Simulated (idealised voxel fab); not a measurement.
Process module in this document: voxel self aligned vias
This is section cut - it's 170 nm across, gridded in 5 nm square cells.
Cross-section, as written here: a square-cell grid given band by band from the top down, where a band holds one or more rows of cells.
First you get the band's top height and its bottom height, in nm, and then the materials it's made of, left to right, with each width in nm. If you see a single material with "everywhere", that one covers the band edge to edge. "air" is empty space.
All heights in this document are referenced to 0, defined as the level beneath which the wafer, as received, consists entirely of one material. The lowest band is not bounded below; it extends indefinitely downward and is written in the form "0 nm and below".
Read "30->40" as a graded width: first number on top, second number at the bottom, same change between each pair of neighbouring rows.
Where the words "everything unchanged" appear for a step, the cross-section shows no cell changed by that step; every cell remained as before.
Entry "Trapped cavities". Content: empty spaces with no open connection to the top, size 8 cells or greater. Each: width x height at distance. Distance: from left edge. Unit: nm.
Read whatever lies past the settings on a step's line as the simulator's own remark about the step.
On any step carrying a mask, the "overlay nm" setting, if present on the step's line, tells how far right of its planned place the mask lay; negative values point to the left.

-- Intended process steps
1,RECEIVE | material Si
2,CONFORMAL_DEP | material SiO2 | thk nm 10
3,CONFORMAL_DEP | material SiCN | thk nm 5
4,DIRECTIONAL_DEP | material lowk | thk nm 20
5,MASKED_ETCH | tone open | mask id LINES | width nm 30 | pitch nm 80 | etch materials lowk | depth nm 20 | overlay nm 0
6,CONFORMAL_DEP | material TiN | thk nm 5
7,FILL_DEP | material Ru | thk nm 10
8,CMP | height nm 35
9,SELECTIVE_ETCH | etch materials W Ru TiN | depth nm 5
10,FILL_DEP | material SiN | thk nm 5
11,CMP | height nm 35
12,DIRECTIONAL_DEP | material lowk | thk nm 20
13,DIRECTIONAL_DEP | material aC | thk nm 10
14,PATTERN | tone open | mask id VIAS | material resist | width nm 50 | thk nm 30 | overlay nm 0
15,DIRECTIONAL_ETCH | etch materials aC | depth nm 10
16,STRIP | etch materials resist
17,DIRECTIONAL_ETCH | etch materials lowk | depth nm 20
18,DIRECTIONAL_ETCH | etch materials SiN | depth nm 5
19,STRIP | etch materials aC
20,CONFORMAL_DEP | material TiN | thk nm 5
21,FILL_DEP | material Ru | thk nm 10
22,CMP | height nm 55
23,CONFORMAL_DEP | material SiCN | thk nm 5

-- Run as planned: first of two wafers

-- Incoming wafer, cross-sectional view, post step 1
0 nm and below | Si everywhere
Trapped cavities: none

-- Cross-sectional representation of the wafer at the conclusion of step 2
10 nm to 0 nm | SiO2 everywhere
Below 0 it's all the same as before, nothing changed down there.

-- Cross-sectional representation of the wafer at the conclusion of step 3
15 nm to 10 nm | SiCN everywhere
Below 10 it's all the same as before, nothing changed down there.

-- Cross-sectional representation of the wafer at the conclusion of step 4
35 nm to 15 nm | lowk everywhere
Below 15 it's all the same as before, nothing changed down there.

-- Cross-sectional representation of the wafer at the conclusion of step 5
35 nm to 15 nm | 30 lowk; 30 air; 50 lowk; 30 air; 30 lowk
Below 15 it's all the same as before, nothing changed down there.

-- Cross-sectional representation of the wafer at the conclusion of step 6
40 nm to 35 nm | 35 TiN; 20 air; 60 TiN; 20 air; 35 TiN
35 nm to 20 nm | 30 lowk; 5 TiN; 20 air; 5 TiN; 50 lowk; 5 TiN; 20 air; 5 TiN; 30 lowk
20 nm to 15 nm | 30 lowk; 30 TiN; 50 lowk; 30 TiN; 30 lowk
Below 15 it's all the same as before, nothing changed down there.

-- Cross-sectional representation of the wafer at the conclusion of step 7
50 nm to 40 nm | Ru everywhere
40 nm to 35 nm | 35 TiN; 20 Ru; 60 TiN; 20 Ru; 35 TiN
35 nm to 20 nm | 30 lowk; 5 TiN; 20 Ru; 5 TiN; 50 lowk; 5 TiN; 20 Ru; 5 TiN; 30 lowk
Below 20 it's all the same as before, nothing changed down there.

-- Cross-sectional representation of the wafer at the conclusion of step 8
35 nm to 20 nm | 30 lowk; 5 TiN; 20 Ru; 5 TiN; 50 lowk; 5 TiN; 20 Ru; 5 TiN; 30 lowk
Below 20 it's all the same as before, nothing changed down there.

-- Cross-sectional representation of the wafer at the conclusion of step 9
35 nm to 30 nm | 30 lowk; 30 air; 50 lowk; 30 air; 30 lowk
Below 30 it's all the same as before, nothing changed down there.

-- Cross-sectional representation of the wafer at the conclusion of step 10
40 nm to 35 nm | SiN everywhere
35 nm to 30 nm | 30 lowk; 30 SiN; 50 lowk; 30 SiN; 30 lowk
Below 30 it's all the same as before, nothing changed down there.

-- Cross-sectional representation of the wafer at the conclusion of step 11
35 nm to 30 nm | 30 lowk; 30 SiN; 50 lowk; 30 SiN; 30 lowk
Below 30 it's all the same as before, nothing changed down there.

-- Cross-sectional representation of the wafer at the conclusion of step 12
55 nm to 35 nm | lowk everywhere
Below 35 it's all the same as before, nothing changed down there.

-- Cross-sectional representation of the wafer at the conclusion of step 13
65 nm to 55 nm | aC everywhere
Below 55 it's all the same as before, nothing changed down there.

-- Cross-sectional representation of the wafer at the conclusion of step 14
95 nm to 65 nm | 20 resist; 50 air; 100 resist
Below 65 it's all the same as before, nothing changed down there.

-- Cross-sectional representation of the wafer at the conclusion of step 15
85 nm to 65 nm | 20 resist; 50 air; 100 resist
65 nm to 55 nm | 20 aC; 50 air; 100 aC
Below 55 it's all the same as before, nothing changed down there.

-- Cross-sectional representation of the wafer at the conclusion of step 16
65 nm to 55 nm | 20 aC; 50 air; 100 aC
Below 55 it's all the same as before, nothing changed down there.

-- Cross-sectional representation of the wafer at the conclusion of step 17
65 nm to 55 nm | 20 aC; 50 air; 100 aC
55 nm to 35 nm | 20 lowk; 50 air; 100 lowk
Below 35 it's all the same as before, nothing changed down there.

-- Cross-sectional representation of the wafer at the conclusion of step 18
65 nm to 55 nm | 20 aC; 50 air; 100 aC
55 nm to 35 nm | 20 lowk; 50 air; 100 lowk
35 nm to 30 nm | 30 lowk; 30 air; 50 lowk; 30 SiN; 30 lowk
Below 30 it's all the same as before, nothing changed down there.

-- Cross-sectional representation of the wafer at the conclusion of step 19
55 nm to 35 nm | 20 lowk; 50 air; 100 lowk
Below 35 it's all the same as before, nothing changed down there.

-- Cross-sectional representation of the wafer at the conclusion of step 20
60 nm to 55 nm | 25 TiN; 40 air; 105 TiN
55 nm to 40 nm | 20 lowk; 5 TiN; 40 air; 5 TiN; 100 lowk
40 nm to 35 nm | 20 lowk; 15 TiN; 20 air; 15 TiN; 100 lowk
35 nm to 30 nm | 30 lowk; 30 TiN; 50 lowk; 30 SiN; 30 lowk
Below 30 it's all the same as before, nothing changed down there.

-- Cross-sectional representation of the wafer at the conclusion of step 21
70 nm to 60 nm | Ru everywhere
60 nm to 55 nm | 25 TiN; 40 Ru; 105 TiN
55 nm to 40 nm | 20 lowk; 5 TiN; 40 Ru; 5 TiN; 100 lowk
40 nm to 35 nm | 20 lowk; 15 TiN; 20 Ru; 15 TiN; 100 lowk
Below 35 it's all the same as before, nothing changed down there.

-- Cross-sectional representation of the wafer at the conclusion of step 22
55 nm to 40 nm | 20 lowk; 5 TiN; 40 Ru; 5 TiN; 100 lowk
Below 40 it's all the same as before, nothing changed down there.

-- Cross-sectional representation of the wafer at the conclusion of step 23
60 nm to 55 nm | SiCN everywhere
Below 55 it's all the same as before, nothing changed down there.

-- Wafer two: like wafer one in start and plan, but with one mistake in execution; identical up to and including step 2

Second wafer shown in cross-section at the time step 3 was slated to end: everything unchanged

-- Second wafer shown in cross-section at the time step 4 was slated to end
30 nm to 10 nm | lowk everywhere
Below 10 it's all the same as before, nothing changed down there.

-- Second wafer shown in cross-section at the time step 5 was slated to end
30 nm to 10 nm | 30 lowk; 30 air; 50 lowk; 30 air; 30 lowk
Below 10 it's all the same as before, nothing changed down there.

-- Second wafer shown in cross-section at the time step 6 was slated to end
35 nm to 30 nm | 35 TiN; 20 air; 60 TiN; 20 air; 35 TiN
30 nm to 15 nm | 30 lowk; 5 TiN; 20 air; 5 TiN; 50 lowk; 5 TiN; 20 air; 5 TiN; 30 lowk
15 nm to 10 nm | 30 lowk; 30 TiN; 50 lowk; 30 TiN; 30 lowk
Below 10 it's all the same as before, nothing changed down there.

-- Second wafer shown in cross-section at the time step 7 was slated to end
45 nm to 35 nm | Ru everywhere
35 nm to 30 nm | 35 TiN; 20 Ru; 60 TiN; 20 Ru; 35 TiN
30 nm to 15 nm | 30 lowk; 5 TiN; 20 Ru; 5 TiN; 50 lowk; 5 TiN; 20 Ru; 5 TiN; 30 lowk
Below 15 it's all the same as before, nothing changed down there.

-- Second wafer shown in cross-section at the time step 8 was slated to end
35 nm to 30 nm | 35 TiN; 20 Ru; 60 TiN; 20 Ru; 35 TiN
Below 30 it's all the same as before, nothing changed down there.

-- Second wafer shown in cross-section at the time step 9 was slated to end
30 nm to 15 nm | 30 lowk; 5 TiN; 20 Ru; 5 TiN; 50 lowk; 5 TiN; 20 Ru; 5 TiN; 30 lowk
Below 15 it's all the same as before, nothing changed down there.

-- Second wafer shown in cross-section at the time step 10 was slated to end
35 nm to 30 nm | SiN everywhere
Below 30 it's all the same as before, nothing changed down there.

Second wafer shown in cross-section at the time step 11 was slated to end: everything unchanged

-- Second wafer shown in cross-section at the time step 12 was slated to end
55 nm to 35 nm | lowk everywhere
Below 35 it's all the same as before, nothing changed down there.

-- Second wafer shown in cross-section at the time step 13 was slated to end
65 nm to 55 nm | aC everywhere
Below 55 it's all the same as before, nothing changed down there.

-- Second wafer shown in cross-section at the time step 14 was slated to end
95 nm to 65 nm | 20 resist; 50 air; 100 resist
Below 65 it's all the same as before, nothing changed down there.

-- Second wafer shown in cross-section at the time step 15 was slated to end
85 nm to 65 nm | 20 resist; 50 air; 100 resist
65 nm to 55 nm | 20 aC; 50 air; 100 aC
Below 55 it's all the same as before, nothing changed down there.

-- Second wafer shown in cross-section at the time step 16 was slated to end
65 nm to 55 nm | 20 aC; 50 air; 100 aC
Below 55 it's all the same as before, nothing changed down there.

-- Second wafer shown in cross-section at the time step 17 was slated to end
65 nm to 55 nm | 20 aC; 50 air; 100 aC
55 nm to 35 nm | 20 lowk; 50 air; 100 lowk
Below 35 it's all the same as before, nothing changed down there.

-- Second wafer shown in cross-section at the time step 18 was slated to end
65 nm to 55 nm | 20 aC; 50 air; 100 aC
55 nm to 35 nm | 20 lowk; 50 air; 100 lowk
35 nm to 30 nm | 20 SiN; 50 air; 100 SiN
Below 30 it's all the same as before, nothing changed down there.

-- Second wafer shown in cross-section at the time step 19 was slated to end
55 nm to 35 nm | 20 lowk; 50 air; 100 lowk
Below 35 it's all the same as before, nothing changed down there.

-- Second wafer shown in cross-section at the time step 20 was slated to end
60 nm to 55 nm | 25 TiN; 40 air; 105 TiN
55 nm to 35 nm | 20 lowk; 5 TiN; 40 air; 5 TiN; 100 lowk
35 nm to 30 nm | 20 SiN; 50 TiN; 100 SiN
Below 30 it's all the same as before, nothing changed down there.

-- Second wafer shown in cross-section at the time step 21 was slated to end
70 nm to 60 nm | Ru everywhere
60 nm to 55 nm | 25 TiN; 40 Ru; 105 TiN
55 nm to 35 nm | 20 lowk; 5 TiN; 40 Ru; 5 TiN; 100 lowk
Below 35 it's all the same as before, nothing changed down there.

-- Second wafer shown in cross-section at the time step 22 was slated to end
55 nm to 35 nm | 20 lowk; 5 TiN; 40 Ru; 5 TiN; 100 lowk
Below 35 it's all the same as before, nothing changed down there.

-- Second wafer shown in cross-section at the time step 23 was slated to end
60 nm to 55 nm | SiCN everywhere
Below 55 it's all the same as before, nothing changed down there.
Nonconformance to the process plan: step 3 was left out
Materials where the second wafer ends with more or fewer cells than the first: 12 more of Ru, 34 fewer of SiCN, 18 more of SiN, 4 more of TiN
